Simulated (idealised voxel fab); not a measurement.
Process module name: voxel capacitor over wiring
The figure presents cross-section cut, which has a width of 225 nm and is divided into square cells with an edge length of 5 nm.
When this document writes out a cross-section, it uses a grid of square cells and lists it as bands, beginning at the top and moving down, with a band standing for one or more rows of cells.
Each band's line starts with the height of the band's top and of its bottom, in nm. Then come its materials from left to right, each with its width in nm. One material with "full width" fills the band from edge to edge. "air" is empty space.
Height datum 0, below which the as-received substrate wafer is one material. Lowest band open at the bottom, running downward: "top 0, no bottom".
Note: "30..40" means the width goes from the first number (top row of the band) to the second number (bottom row) in equal steps per row of cells.
When a step is marked "nothing got changed", none of the cells in the cross-section changed during that step.
Under "Voids, enclosed" you'll find the enclosed gaps, the ones with no way out to the top, that are 8 cells or bigger; each reads width x height at distance, with distance counted from the left edge, everything in nm.
Step line, after settings: the simulator's comment on this step.
"overlay nm", when on a step's line for a step with a mask, measures how far to the right of its planned place the mask lay; a negative measure means to the left.
-- Process steps - plan
1. RECEIVE (material Si)
2. CONFORMAL_DEP (material SiO2; thk nm 15)
3. CONFORMAL_DEP (material SiCN; thk nm 5)
4. DIRECTIONAL_DEP (material SiO2; thk nm 20)
5. PATTERN (tone open; mask id METAL_1; material resist; width nm 30; pitch nm 95; thk nm 15; overlay nm 0)
6. DIRECTIONAL_ETCH (etch materials SiO2; depth nm 20)
7. DIRECTIONAL_ETCH (etch materials SiCN; depth nm 5)
8. STRIP (etch materials resist)
9. CONFORMAL_DEP (material TiN; thk nm 5)
10. FILL_DEP (material Cu; thk nm 10)
11. CMP (height nm 40)
12. EPI (material Ru; thk nm 5)
13. FILL_DEP (material SiCN; thk nm 5)
14. DIRECTIONAL_DEP (material lowk; thk nm 15)
15. MASKED_ETCH (tone open; mask id PLUG_1; width nm 15; etch materials lowk; depth nm 15; overlay nm 0)
16. MASKED_ETCH (tone open; mask id PLUG_1; width nm 15; etch materials SiCN; depth nm 5; overlay nm 0)
17. CONFORMAL_DEP (material TiN; thk nm 5)
18. FILL_DEP (material Ru; thk nm 10)
19. CMP (height nm 65)
20. DIRECTIONAL_DEP (material TiN; thk nm 5)
21. DIRECTIONAL_DEP (material SiN; thk nm 5)
22. DIRECTIONAL_DEP (material TiN; thk nm 10)
23. PATTERN (tone cover; mask id UPPER_PLATE; material resist; width nm 70; thk nm 15; overlay nm 0)
24. DIRECTIONAL_ETCH (etch materials TiN; depth nm 10)
25. DIRECTIONAL_ETCH (etch materials SiN; depth nm 5)
26. STRIP (etch materials resist)
27. PATTERN (tone cover; mask id LOWER_PLATE; material resist; width nm 80; thk nm 20; overlay nm 0)
28. DIRECTIONAL_ETCH (etch materials TiN; depth nm 5)
29. STRIP (etch materials resist)
30. FILL_DEP (material SiO2; thk nm 20)
31. CMP (height nm 100)
32. DIRECTIONAL_DEP (material aC; thk nm 10)
33. PATTERN (tone open; mask id PLUG_2; material resist; width nm 15; thk nm 30; overlay nm 0)
34. DIRECTIONAL_ETCH (etch materials aC; depth nm 10)
35. STRIP (etch materials resist)
36. DIRECTIONAL_ETCH (etch materials SiO2; depth nm 15)
37. STRIP (etch materials aC)
38. CONFORMAL_DEP (material TiN; thk nm 5)
39. FILL_DEP (material W; thk nm 5)
40. CMP (height nm 100)
41. CONFORMAL_DEP (material SiCN; thk nm 5)
-- Delivered wafer in cross-section: state after step 1
- top 0, no bottom | Si full width
- Voids, enclosed: none
-- Module complete - cross-section of the first of two wafers, run according to plan
- top 105, bottom 100 | SiCN full width
- top 100, bottom 90 | 75 nm SiO2 / 5 nm TiN / 5 nm W / 5 nm TiN / 135 nm SiO2
- top 90, bottom 85 | 75 nm SiO2 / 15 nm TiN / 135 nm SiO2
- top 85, bottom 75 | 65 nm SiO2 / 70 nm TiN / 90 nm SiO2
- top 75, bottom 70 | 65 nm SiO2 / 70 nm SiN / 90 nm SiO2
- top 70, bottom 65 | 60 nm SiO2 / 80 nm TiN / 85 nm SiO2
- top 65, bottom 50 | 65 nm lowk / 5 nm TiN / 5 nm Ru / 5 nm TiN / 145 nm lowk
- top 50, bottom 45 | 65 nm SiCN / 15 nm TiN / 145 nm SiCN
- top 45, bottom 40 | 45 nm SiCN / 40 nm Ru / 55 nm SiCN / 40 nm Ru / 45 nm SiCN
- top 40, bottom 20 | 50 nm SiO2 / 5 nm TiN / 20 nm Cu / 5 nm TiN / 65 nm SiO2 / 5 nm TiN / 20 nm Cu / 5 nm TiN / 50 nm SiO2
- top 20, bottom 15 | 50 nm SiCN / 30 nm TiN / 65 nm SiCN / 30 nm TiN / 50 nm SiCN
- top 15, bottom 0 | SiO2 full width
- top 0, no bottom | Si full width
- Voids, enclosed: none
-- Cross-sectional image of the second wafer of the two following completion of the module. Starting state and process plan were the same as for the first wafer; one execution error occurred
- top 105, bottom 100 | SiCN full width
- top 100, bottom 90 | 75 nm SiO2 / 5 nm TiN / 5 nm W / 5 nm TiN / 135 nm SiO2
- top 90, bottom 85 | 75 nm SiO2 / 15 nm TiN / 135 nm SiO2
- top 85, bottom 75 | 65 nm SiO2 / 70 nm TiN / 90 nm SiO2
- top 75, bottom 70 | 65 nm SiO2 / 70 nm SiN / 90 nm SiO2
- top 70, bottom 65 | 60 nm SiO2 / 80 nm TiN / 85 nm SiO2
- top 65, bottom 50 | 65 nm lowk / 5 nm TiN / 5 nm Ru / 5 nm TiN / 145 nm lowk
- top 50, bottom 45 | 65 nm SiCN / 15 nm TiN / 145 nm SiCN
- top 45, bottom 40 | 35 nm SiCN / 40 nm Ru / 55 nm SiCN / 40 nm Ru / 55 nm SiCN
- top 40, bottom 20 | 40 nm SiO2 / 5 nm TiN / 20 nm Cu / 5 nm TiN / 65 nm SiO2 / 5 nm TiN / 20 nm Cu / 5 nm TiN / 60 nm SiO2
- top 20, bottom 15 | 40 nm SiCN / 30 nm TiN / 65 nm SiCN / 30 nm TiN / 60 nm SiCN
- top 15, bottom 0 | SiO2 full width
- top 0, no bottom | Si full width
- Voids, enclosed: none
Plan not followed: rather than as planned, step 5 actually ran as PATTERN (tone open; mask id METAL_1; material resist; width nm 30; pitch nm 95; thk nm 15; overlay nm -10)
at the end the second wafer has, in cells: as many of each material as the first, in other places
